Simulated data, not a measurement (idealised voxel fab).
Presented below is a process module, voxel wiring stack.
Section shown: cut. Width: 265 nm. Cell size: 5 nm, square.
Cross-section layout: square cells on a grid; listed as bands, top to bottom; a band spans one or more cell rows. It is stipulated that each band's entry specify, in nanometres, the height of the top of the band and then that of its bottom, followed by the materials of the band in left-to-right sequence, each together with its width in nanometres. A single material marked by the word "full width" is understood to fill the band from edge to edge; the word "empty" is understood to denote empty space. Below 0: as-received wafer, all one material; heights counted from there. Lowest band: no bottom, goes on down, written "from 0 down". A width such as "30 to 40" changes by the same amount from each row of cells to the next, from the band's top row to its bottom row. "changes: none" means the step left every cell of the cross-section as it was. The entry "Fully sealed cavities" lists the empty spaces that cover at least 8 cells and have no open path to the top. Each is written as width x height at distance, where the distance is measured from the left edge and all three values are in nm. Note: text after step settings on the step line = simulator remark on that step. A step line may carry the setting "overlay nm", which, for steps involving a mask, states the distance by which the mask lay to the right of its intended position; negative values denote displacement to the left.
PLANNED STEP LIST FOR THE PROCESS
- 1: op RECEIVE | material Si
- 2: op CONFORMAL_DEP | material SiO2 | thk nm 10
- 3: op CONFORMAL_DEP | material SiCN | thk nm 5
- 4: op DIRECTIONAL_DEP | material lowk | thk nm 20
- 5: op DIRECTIONAL_DEP | material aC | thk nm 15
- 6: op PATTERN | tone open | mask id METAL_1 | material resist | width nm 20 | pitch nm 45 | thk nm 35 | overlay nm 0
- 7: op DIRECTIONAL_ETCH | etch materials aC | depth nm 15
- 8: op STRIP | etch materials resist
- 9: op DIRECTIONAL_ETCH | etch materials lowk | depth nm 20
- 10: op DIRECTIONAL_ETCH | etch materials SiCN | depth nm 5
- 11: op STRIP | etch materials aC
- 12: op CONFORMAL_DEP | material TiN | thk nm 5
- 13: op FILL_DEP | material Cu | thk nm 10
- 14: op CMP | height nm 35
- 15: op EPI | material Ru | thk nm 5
- 16: op FILL_DEP | material SiCN | thk nm 5
- 17: op DIRECTIONAL_DEP | material lowk | thk nm 10
- 18: op MASKED_ETCH | tone open | mask id PLUG_1 | width nm 15 | pitch nm 45 | etch materials lowk | depth nm 10 | overlay nm 0
- 19: op MASKED_ETCH | tone open | mask id PLUG_1 | width nm 15 | pitch nm 45 | etch materials SiCN | depth nm 5 | overlay nm 0
- 20: op CONFORMAL_DEP | material TiN | thk nm 5
- 21: op FILL_DEP | material Cu | thk nm 5
- 22: op CMP | height nm 55
- 23: op CONFORMAL_DEP | material SiCN | thk nm 5
- 24: op DIRECTIONAL_DEP | material lowk | thk nm 25
- 25: op MASKED_ETCH | tone open | mask id METAL_2 | width nm 20 | pitch nm 45 | etch materials lowk | depth nm 25 | overlay nm 0
- 26: op MASKED_ETCH | tone open | mask id METAL_2 | width nm 20 | pitch nm 45 | etch materials SiCN | depth nm 5 | overlay nm 0
- 27: op CONFORMAL_DEP | material TiN | thk nm 5
- 28: op FILL_DEP | material Cu | thk nm 10
- 29: op CMP | height nm 85
- 30: op CONFORMAL_DEP | material SiCN | thk nm 5
- 31: op DIRECTIONAL_DEP | material lowk | thk nm 10
- 32: op PATTERN | tone open | mask id PLUG_2 | material resist | width nm 15 | pitch nm 45 | thk nm 20 | overlay nm 0
- 33: op DIRECTIONAL_ETCH | etch materials lowk | depth nm 10
- 34: op DIRECTIONAL_ETCH | etch materials SiCN | depth nm 5
- 35: op STRIP | etch materials resist
- 36: op CONFORMAL_DEP | material TiN | thk nm 5
- 37: op FILL_DEP | material W | thk nm 10
- 38: op CMP | height nm 100
- 39: op DIRECTIONAL_DEP | material TiN | thk nm 5
- 40: op DIRECTIONAL_DEP | material Ru | thk nm 20
- 41: op MASKED_ETCH | tone cover | mask id METAL_3 | width nm 20 | pitch nm 45 | etch materials Ru | depth nm 20 | overlay nm 0
- 42: op MASKED_ETCH | tone cover | mask id METAL_3 | width nm 20 | pitch nm 45 | etch materials TiN | depth nm 5 | overlay nm 0
- 43: op CONFORMAL_DEP | material SiN | thk nm 5
- 44: op FILL_DEP | material lowk | thk nm 5
- 45: op CMP | height nm 125
- 46: op CONFORMAL_DEP | material SiCN | thk nm 5
- 47: op DIRECTIONAL_DEP | material lowk | thk nm 20
- 48: op DIRECTIONAL_DEP | material aC | thk nm 15
- 49: op PATTERN | tone open | mask id PLUG_3 | material resist | width nm 15 | thk nm 30 | overlay nm 0
- 50: op DIRECTIONAL_ETCH | etch materials aC | depth nm 15
- 51: op STRIP | etch materials resist
- 52: op DIRECTIONAL_ETCH | etch materials lowk | depth nm 20
- 53: op DIRECTIONAL_ETCH | etch materials SiCN | depth nm 5
- 54: op STRIP | etch materials aC
- 55: op CONFORMAL_DEP | material TiN | thk nm 5
- 56: op FILL_DEP | material W | thk nm 10
- 57: op CMP | height nm 150
- 58: op CONFORMAL_DEP | material SiN | thk nm 5
- 59: op DIRECTIONAL_DEP | material lowk | thk nm 15
- 60: op PATTERN | tone open | mask id METAL_4 | material resist | width nm 20 | pitch nm 45 | thk nm 15 | overlay nm 0
- 61: op DIRECTIONAL_ETCH | etch materials lowk | depth nm 15
- 62: op DIRECTIONAL_ETCH | etch materials SiN | depth nm 5
- 63: op STRIP | etch materials resist
- 64: op CONFORMAL_DEP | material TiN | thk nm 5
- 65: op FILL_DEP | material Cu | thk nm 10
- 66: op CMP | height nm 170
- 67: op CONFORMAL_DEP | material SiCN | thk nm 5
CROSS-SECTIONAL VIEW OF THE WAFER IN ITS AS-RECEIVED CONDITION, CORRESPONDING TO THE STATE AFTER STEP 1
- from 0 down | Si full width
- Fully sealed cavities: none
HERE'S THE CROSS-SECTION OF THE FIRST OF OUR TWO WAFERS AT THE END OF THE MODULE - IT RAN AS PLANNED
- from 175 to 170 | SiCN full width
- from 170 to 155 | lowk 100  TiN 5  Cu 10  TiN 5  lowk 25  TiN 5  Cu 10  TiN 5  lowk 100
- from 155 to 150 | SiN 100  TiN 20  SiN 25  TiN 20  SiN 100
- from 150 to 130 | lowk 100  TiN 5  W 5  TiN 5  lowk 150
- from 130 to 125 | SiCN 100  TiN 15  SiCN 150
- from 125 to 105 | lowk 95  SiN 5  Ru 20  SiN 5  lowk 15  SiN 5  Ru 20  SiN 5  lowk 95
- from 105 to 100 | SiN 100  TiN 20  SiN 25  TiN 20  SiN 100
- from 100 to 90 | lowk 100  TiN 5  W 5  TiN 5  lowk 30  TiN 5  W 5  TiN 5  lowk 105
- from 90 to 85 | SiCN 100  TiN 15  SiCN 30  TiN 15  SiCN 105
- from 85 to 60 | lowk 100  TiN 5  Cu 10  TiN 5  lowk 25  TiN 5  Cu 10  TiN 5  lowk 100
- from 60 to 55 | SiCN 100  TiN 20  SiCN 25  TiN 20  SiCN 100
- from 55 to 45 | lowk 100  TiN 5  Cu 5  TiN 5  lowk 30  TiN 5  Cu 5  TiN 5  lowk 105
- from 45 to 40 | SiCN 100  TiN 15  SiCN 30  TiN 15  SiCN 105
- from 40 to 35 | SiCN 95  Ru 30  SiCN 15  Ru 30  SiCN 95
- from 35 to 15 | lowk 100  TiN 5  Cu 10  TiN 5  lowk 25  TiN 5  Cu 10  TiN 5  lowk 100
- from 15 to 10 | SiCN 100  TiN 20  SiCN 25  TiN 20  SiCN 100
- from 10 to 0 | SiO2 full width
- from 0 down | Si full width
- Fully sealed cavities: none
CROSS-SECTION AT END OF MODULE FOR THE SECOND WAFER OF TWO, WHICH MATCHED THE FIRST IN STARTING POINT AND PLAN AND DIFFERED BY ONE MISTAKE IN ITS PROCESSING
- from 175 to 170 | SiCN full width
- from 170 to 155 | lowk 100  TiN 5  Cu 10  TiN 5  lowk 25  TiN 5  Cu 10  TiN 5  lowk 100
- from 155 to 150 | SiN 100  TiN 20  SiN 25  TiN 20  SiN 100
- from 150 to 130 | lowk 100  TiN 5  W 5  TiN 5  lowk 150
- from 130 to 125 | SiCN 100  TiN 15  SiCN 150
- from 125 to 105 | lowk 95  SiN 5  Ru 20  SiN 5  lowk 15  SiN 5  Ru 20  SiN 5  lowk 95
- from 105 to 100 | SiN 100  TiN 20  SiN 25  TiN 20  SiN 100
- from 100 to 90 | lowk 100  TiN 5  W 5  TiN 5  lowk 30  TiN 5  W 5  TiN 5  lowk 105
- from 90 to 85 | SiCN 100  TiN 15  SiCN 30  TiN 15  SiCN 105
- from 85 to 60 | lowk 100  TiN 5  Cu 10  TiN 5  lowk 25  TiN 5  Cu 10  TiN 5  lowk 100
- from 60 to 55 | SiCN 100  TiN 20  SiCN 25  TiN 20  SiCN 100
- from 55 to 50 | Ru full width
- from 50 to 40 | Cu full width
- from 40 to 35 | TiN 105  Cu 10  TiN 35  Cu 10  TiN 105
- from 35 to 15 | lowk 100  TiN 5  Cu 10  TiN 5  lowk 25  TiN 5  Cu 10  TiN 5  lowk 100
- from 15 to 10 | SiCN 100  TiN 20  SiCN 25  TiN 20  SiCN 100
- from 10 to 0 | SiO2 full width
- from 0 down | Si full width
- Fully sealed cavities: none
Where did the run depart from the plan? plan step 14: skipped, not run
At the finish, the second wafer shows more or fewer cells for some materials than the first does: Cu: 106 more | Ru: 41 more | SiCN: 88 fewer | TiN: 35 more | lowk: 94 fewer
